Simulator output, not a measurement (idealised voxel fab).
This is a process module. Its name is voxel trench capacitor.
The figure presents cross-section cut, which has a width of 255 nm and is divided into square cells with an edge length of 5 nm.
A cross-section is written here as square cells arranged in a grid, and it is given in bands from the top down, each band taking up one or more rows of cells.
The band entry comprises the height of the band's top followed by the height of its bottom, expressed in nm, and subsequently the band's materials from left to right, each stated together with its width in nm. Where a single material is marked with the word "full width", that material fills the band from edge to edge. The word "blank" represents empty space.
A quick word on heights: they are counted from 0, and under that level the wafer as it came to us is one material throughout. The lowest band is different from the rest in having no bottom; it simply continues downward, written as in "0 down".
Top row gets the first number, bottom row gets the second, and each row in between changes by the same step: that is how a band width like "30->40" works.
"no modification" after a step means that no cell of the cross-section changed.
"Sealed internal cavities": empty spaces of 8 cells or more with no open way to the top, each given as width x height at distance, distance from the left edge, all in nm.
On each step's line, the part that comes after the settings is the simulator's own comment on the step.
Each step line may optionally specify "overlay nm", which for a step with a mask gives the rightward distance between the mask's planned place and where it lay, a negative value indicating the leftward direction.

### Planned step list for the process
| 1 | RECEIVE, material Si |
| 2 | CONFORMAL_DEP, material SiN, thk nm 10 |
| 3 | MASKED_ETCH, tone open, mask id TRENCH, width nm 25, pitch nm 45, etch materials SiN, depth nm 10, overlay nm 0 |
| 4 | MASKED_ETCH, tone open, mask id TRENCH, width nm 25, pitch nm 45, etch materials Si, depth nm 25, overlay nm 0 |
| 5 | CONFORMAL_DEP, material Al2O3, thk nm 5 |
| 6 | CONFORMAL_DEP, material TiN, thk nm 5 |
| 7 | FILL_DEP, material W, thk nm 5 |
| 8 | CMP, height nm 10 |

### Cross-sectional view of the wafer in its as-received condition, corresponding to the state after step 1
	0 down  Si full width
	Sealed internal cavities: none

### first wafer at the end, as planned
	10 to 0  SiN=45 / Al2O3=5 / TiN=5 / W=5 / TiN=5 / Al2O3=5 / SiN=20 / Al2O3=5 / TiN=5 / W=5 / TiN=5 / Al2O3=5 / SiN=20 / Al2O3=5 / TiN=5 / W=5 / TiN=5 / Al2O3=5 / SiN=20 / Al2O3=5 / TiN=5 / W=5 / TiN=5 / Al2O3=5 / SiN=50
	0 to -15  Si=45 / Al2O3=5 / TiN=5 / W=5 / TiN=5 / Al2O3=5 / Si=20 / Al2O3=5 / TiN=5 / W=5 / TiN=5 / Al2O3=5 / Si=20 / Al2O3=5 / TiN=5 / W=5 / TiN=5 / Al2O3=5 / Si=20 / Al2O3=5 / TiN=5 / W=5 / TiN=5 / Al2O3=5 / Si=50
	-15 to -20  Si=45 / Al2O3=5 / TiN=15 / Al2O3=5 / Si=20 / Al2O3=5 / TiN=15 / Al2O3=5 / Si=20 / Al2O3=5 / TiN=15 / Al2O3=5 / Si=20 / Al2O3=5 / TiN=15 / Al2O3=5 / Si=50
	-20 to -25  Si=45 / Al2O3=25 / Si=20 / Al2O3=25 / Si=20 / Al2O3=25 / Si=20 / Al2O3=25 / Si=50
	-25 down  Si full width
	Sealed internal cavities: none

### Second wafer through the module, sectioned at the end: same beginning and same plan as the first wafer, with one mistake in carrying it out
	10 to 0  SiN=45 / TiN=5 / Al2O3=5 / W=5 / Al2O3=5 / TiN=5 / SiN=20 / TiN=5 / Al2O3=5 / W=5 / Al2O3=5 / TiN=5 / SiN=20 / TiN=5 / Al2O3=5 / W=5 / Al2O3=5 / TiN=5 / SiN=20 / TiN=5 / Al2O3=5 / W=5 / Al2O3=5 / TiN=5 / SiN=50
	0 to -15  Si=45 / TiN=5 / Al2O3=5 / W=5 / Al2O3=5 / TiN=5 / Si=20 / TiN=5 / Al2O3=5 / W=5 / Al2O3=5 / TiN=5 / Si=20 / TiN=5 / Al2O3=5 / W=5 / Al2O3=5 / TiN=5 / Si=20 / TiN=5 / Al2O3=5 / W=5 / Al2O3=5 / TiN=5 / Si=50
	-15 to -20  Si=45 / TiN=5 / Al2O3=15 / TiN=5 / Si=20 / TiN=5 / Al2O3=15 / TiN=5 / Si=20 / TiN=5 / Al2O3=15 / TiN=5 / Si=20 / TiN=5 / Al2O3=15 / TiN=5 / Si=50
	-20 to -25  Si=45 / TiN=25 / Si=20 / TiN=25 / Si=20 / TiN=25 / Si=20 / TiN=25 / Si=50
	-25 down  Si full width
	Sealed internal cavities: none
Against the plan, the run slipped here: deviation from plan: step 6 and step 5 executed in one another's positions
Final comparison by cell count, materials where the second wafer has more or fewer than the first: -16 Al2O3 | +16 TiN
